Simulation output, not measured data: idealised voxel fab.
process module | voxel wiring stack
cross-section cut | 225 nm wide | cells 5 nm
A cross-section is a grid of square cells, given in bands from the top down. A band is one or more rows of cells.
Each band's line starts with the height of the band's top and of its bottom, in nm. Then come its materials from left to right, each with its width in nm. One material with "throughout" fills the band from edge to edge. "air" is empty space.
Height 0 is the level under which the wafer as received is all one material. The lowest band goes on downwards, as in "0 down".
A width such as "30 to 40" changes by the same amount from each row of cells to the next, from the band's top row to its bottom row.
"no change" after a step means that no cell of the cross-section changed.
closed voids: empty space of 8 cells or more with no open way to the top, each as width x height at its distance from the left edge, in nm
after a step's settings: what the simulator itself notes on the step
overlay nm, on a step with a mask: how far to the right of its planned place the mask lay; to the left if negative
plan
1 op RECEIVE | material Si
2 op CONFORMAL_DEP | material SiO2 | thk nm 15
3 op CONFORMAL_DEP | material SiN | thk nm 5
4 op DIRECTIONAL_DEP | material lowk | thk nm 25
5 op MASKED_ETCH | tone open | mask id METAL_1 | width nm 20 | pitch nm 35 | etch materials lowk | depth nm 25 | overlay nm 0
6 op MASKED_ETCH | tone open | mask id METAL_1 | width nm 20 | pitch nm 35 | etch materials SiN | depth nm 5 | overlay nm 0
7 op CONFORMAL_DEP | material TiN | thk nm 5
8 op FILL_DEP | material Cu | thk nm 5
9 op CMP | height nm 45
10 op CONFORMAL_DEP | material SiCN | thk nm 5
11 op DIRECTIONAL_DEP | material lowk | thk nm 20
12 op DIRECTIONAL_DEP | material aC | thk nm 15
13 op PATTERN | tone open | mask id PLUG_1 | material resist | width nm 15 | pitch nm 35 | thk nm 35 | overlay nm 0
14 op DIRECTIONAL_ETCH | etch materials aC | depth nm 15
15 op STRIP | etch materials resist
16 op DIRECTIONAL_ETCH | etch materials lowk | depth nm 20
17 op DIRECTIONAL_ETCH | etch materials SiCN | depth nm 5
18 op STRIP | etch materials aC
19 op EPI | material Ru | thk nm 10
20 op EPI | material Ru | thk nm 10
21 op EPI | material Ru | thk nm 5
22 op DIRECTIONAL_DEP | material TiN | thk nm 5
23 op DIRECTIONAL_DEP | material W | thk nm 25
24 op MASKED_ETCH | tone cover | mask id METAL_2 | width nm 20 | pitch nm 35 | etch materials W | depth nm 25 | overlay nm 0
25 op MASKED_ETCH | tone cover | mask id METAL_2 | width nm 20 | pitch nm 35 | etch materials TiN | depth nm 5 | overlay nm 0
26 op CONFORMAL_DEP | material SiCN | thk nm 5
27 op FILL_DEP | material SiO2 | thk nm 10
28 op CMP | height nm 100
29 op CONFORMAL_DEP | material SiCN | thk nm 5
30 op DIRECTIONAL_DEP | material SiO2 | thk nm 35
31 op MASKED_ETCH | tone open | mask id METAL_3_HOLES | width nm 15 | pitch nm 35 | etch materials SiO2 | depth nm 35 | overlay nm 0
32 op PATTERN | tone open | mask id METAL_3 | material resist | width nm 20 | pitch nm 35 | thk nm 15 | overlay nm 0
33 op DIRECTIONAL_ETCH | etch materials SiO2 | depth nm 20
34 op DIRECTIONAL_ETCH | etch materials SiCN | depth nm 5
35 op STRIP | etch materials resist
36 op CONFORMAL_DEP | material TiN | thk nm 5
37 op FILL_DEP | material Cu | thk nm 5
38 op CMP | height nm 140
39 op CONFORMAL_DEP | material SiCN | thk nm 5
40 op DIRECTIONAL_DEP | material lowk | thk nm 15
41 op DIRECTIONAL_DEP | material aC | thk nm 10
42 op PATTERN | tone open | mask id PLUG_3 | material resist | width nm 15 | pitch nm 35 | thk nm 30 | overlay nm 0
43 op DIRECTIONAL_ETCH | etch materials aC | depth nm 10
44 op STRIP | etch materials resist
45 op DIRECTIONAL_ETCH | etch materials lowk | depth nm 15
46 op DIRECTIONAL_ETCH | etch materials SiCN | depth nm 5
47 op STRIP | etch materials aC
48 op EPI | material Ru | thk nm 10
49 op EPI | material Ru | thk nm 10
50 op CONFORMAL_DEP | material SiCN | thk nm 5
51 op DIRECTIONAL_DEP | material lowk | thk nm 20
52 op PATTERN | tone open | mask id METAL_4 | material resist | width nm 20 | pitch nm 35 | thk nm 15 | overlay nm 0
53 op DIRECTIONAL_ETCH | etch materials lowk | depth nm 20
54 op DIRECTIONAL_ETCH | etch materials SiCN | depth nm 5
55 op STRIP | etch materials resist
56 op CONFORMAL_DEP | material TiN | thk nm 5
57 op FILL_DEP | material Cu | thk nm 5
58 op CMP | height nm 185
59 op CONFORMAL_DEP | material SiN | thk nm 5
varied across the wafers: thk nm of step 29. The plan shows the first wafer's value. All wafers start alike
first wafer as received, after step 1
  0 down: Si throughout
  closed voids: none
first wafer at the end, after step 59
  190 to 185: SiN throughout
  185 to 165: lowk 50 | TiN 5 | Cu 10 | TiN 5 | lowk 15 | TiN 5 | Cu 10 | TiN 5 | lowk 15 | TiN 5 | Cu 10 | TiN 5 | lowk 15 | TiN 5 | Cu 10 | TiN 5 | lowk 50
  165 to 160: SiCN 50 | TiN 20 | SiCN 15 | TiN 20 | SiCN 15 | TiN 20 | SiCN 15 | TiN 20 | SiCN 50
  160 to 145: lowk 50 | Ru 15 | lowk 20 | Ru 15 | lowk 20 | Ru 15 | lowk 20 | Ru 15 | lowk 55
  145 to 140: SiCN 50 | Ru 15 | SiCN 20 | Ru 15 | SiCN 20 | Ru 15 | SiCN 20 | Ru 15 | SiCN 55
  140 to 125: SiO2 50 | TiN 5 | Cu 10 | TiN 5 | SiO2 15 | TiN 5 | Cu 10 | TiN 5 | SiO2 15 | TiN 5 | Cu 10 | TiN 5 | SiO2 15 | TiN 5 | Cu 10 | TiN 5 | SiO2 50
  125 to 120: SiO2 50 | TiN 5 | Cu 5 | TiN 10 | SiO2 15 | TiN 5 | Cu 5 | TiN 10 | SiO2 15 | TiN 5 | Cu 5 | TiN 10 | SiO2 15 | TiN 5 | Cu 5 | TiN 10 | SiO2 50
  120 to 105: SiO2 50 | TiN 5 | Cu 5 | TiN 5 | SiO2 20 | TiN 5 | Cu 5 | TiN 5 | SiO2 20 | TiN 5 | Cu 5 | TiN 5 | SiO2 20 | TiN 5 | Cu 5 | TiN 5 | SiO2 55
  105 to 100: SiCN 50 | TiN 15 | SiCN 20 | TiN 15 | SiCN 20 | TiN 15 | SiCN 20 | TiN 15 | SiCN 55
  100 to 75: SiO2 45 | SiCN 5 | W 20 | SiCN 5 | SiO2 5 | SiCN 5 | W 20 | SiCN 5 | SiO2 5 | SiCN 5 | W 20 | SiCN 5 | SiO2 5 | SiCN 5 | W 20 | SiCN 5 | SiO2 45
  75 to 70: SiCN 50 | TiN 20 | SiCN 15 | TiN 20 | SiCN 15 | TiN 20 | SiCN 15 | TiN 20 | SiCN 50
  70 to 50: lowk 50 | Ru 15 | lowk 20 | Ru 15 | lowk 20 | Ru 15 | lowk 20 | Ru 15 | lowk 55
  50 to 45: SiCN 50 | Ru 15 | SiCN 20 | Ru 15 | SiCN 20 | Ru 15 | SiCN 20 | Ru 15 | SiCN 55
  45 to 20: lowk 50 | TiN 5 | Cu 10 | TiN 5 | lowk 15 | TiN 5 | Cu 10 | TiN 5 | lowk 15 | TiN 5 | Cu 10 | TiN 5 | lowk 15 | TiN 5 | Cu 10 | TiN 5 | lowk 50
  20 to 15: SiN 50 | TiN 20 | SiN 15 | TiN 20 | SiN 15 | TiN 20 | SiN 15 | TiN 20 | SiN 50
  15 to 0: SiO2 throughout
  0 down: Si throughout
  closed voids: none
last wafer at the end
  190 to 185: SiN throughout
  185 to 165: lowk 50 | TiN 5 | Cu 10 | TiN 5 | lowk 15 | TiN 5 | Cu 10 | TiN 5 | lowk 15 | TiN 5 | Cu 10 | TiN 5 | lowk 15 | TiN 5 | Cu 10 | TiN 5 | lowk 50
  165 to 160: SiCN 50 | TiN 20 | SiCN 15 | TiN 20 | SiCN 15 | TiN 20 | SiCN 15 | TiN 20 | SiCN 50
  160 to 145: lowk 50 | Ru 15 | lowk 20 | Ru 15 | lowk 20 | Ru 15 | lowk 20 | Ru 15 | lowk 55
  145 to 140: SiCN 50 | Ru 15 | SiCN 20 | Ru 15 | SiCN 20 | Ru 15 | SiCN 20 | Ru 15 | SiCN 55
  140 to 135: SiO2 50 | TiN 5 | Cu 5 | TiN 10 | SiO2 15 | TiN 5 | Cu 5 | TiN 10 | SiO2 15 | TiN 5 | Cu 5 | TiN 10 | SiO2 15 | TiN 5 | Cu 5 | TiN 10 | SiO2 50
  135 to 120: SiO2 50 | TiN 5 | Cu 5 | TiN 5 | SiO2 20 | TiN 5 | Cu 5 | TiN 5 | SiO2 20 | TiN 5 | Cu 5 | TiN 5 | SiO2 20 | TiN 5 | Cu 5 | TiN 5 | SiO2 55
  120 to 115: SiCN 50 | TiN 15 | SiCN 20 | TiN 15 | SiCN 20 | TiN 15 | SiCN 20 | TiN 15 | SiCN 55
  115 to 100: SiCN throughout
  100 to 75: SiO2 45 | SiCN 5 | W 20 | SiCN 5 | SiO2 5 | SiCN 5 | W 20 | SiCN 5 | SiO2 5 | SiCN 5 | W 20 | SiCN 5 | SiO2 5 | SiCN 5 | W 20 | SiCN 5 | SiO2 45
  75 to 70: SiCN 50 | TiN 20 | SiCN 15 | TiN 20 | SiCN 15 | TiN 20 | SiCN 15 | TiN 20 | SiCN 50
  70 to 50: lowk 50 | Ru 15 | lowk 20 | Ru 15 | lowk 20 | Ru 15 | lowk 20 | Ru 15 | lowk 55
  50 to 45: SiCN 50 | Ru 15 | SiCN 20 | Ru 15 | SiCN 20 | Ru 15 | SiCN 20 | Ru 15 | SiCN 55
  45 to 20: lowk 50 | TiN 5 | Cu 10 | TiN 5 | lowk 15 | TiN 5 | Cu 10 | TiN 5 | lowk 15 | TiN 5 | Cu 10 | TiN 5 | lowk 15 | TiN 5 | Cu 10 | TiN 5 | lowk 50
  20 to 15: SiN 50 | TiN 20 | SiN 15 | TiN 20 | SiN 15 | TiN 20 | SiN 15 | TiN 20 | SiN 50
  15 to 0: SiO2 throughout
  0 down: Si throughout
  closed voids: none
each wafer at the end: cells of each material gained (+) or lost (-) since it was received, then its closed voids
thk nm 5 | +112 Cu | +108 Ru | +197 SiCN | +74 SiN | +455 SiO2 | +192 TiN | +80 W | +492 lowk | closed voids: none
thk nm 10 | +104 Cu | +108 Ru | +242 SiCN | +74 SiN | +426 SiO2 | +184 TiN | +80 W | +492 lowk | closed voids: none
thk nm 15 | +96 Cu | +108 Ru | +287 SiCN | +74 SiN | +397 SiO2 | +176 TiN | +80 W | +492 lowk | closed voids: none
thk nm 20 | +88 Cu | +108 Ru | +332 SiCN | +74 SiN | +368 SiO2 | +168 TiN | +80 W | +492 lowk | closed voids: none
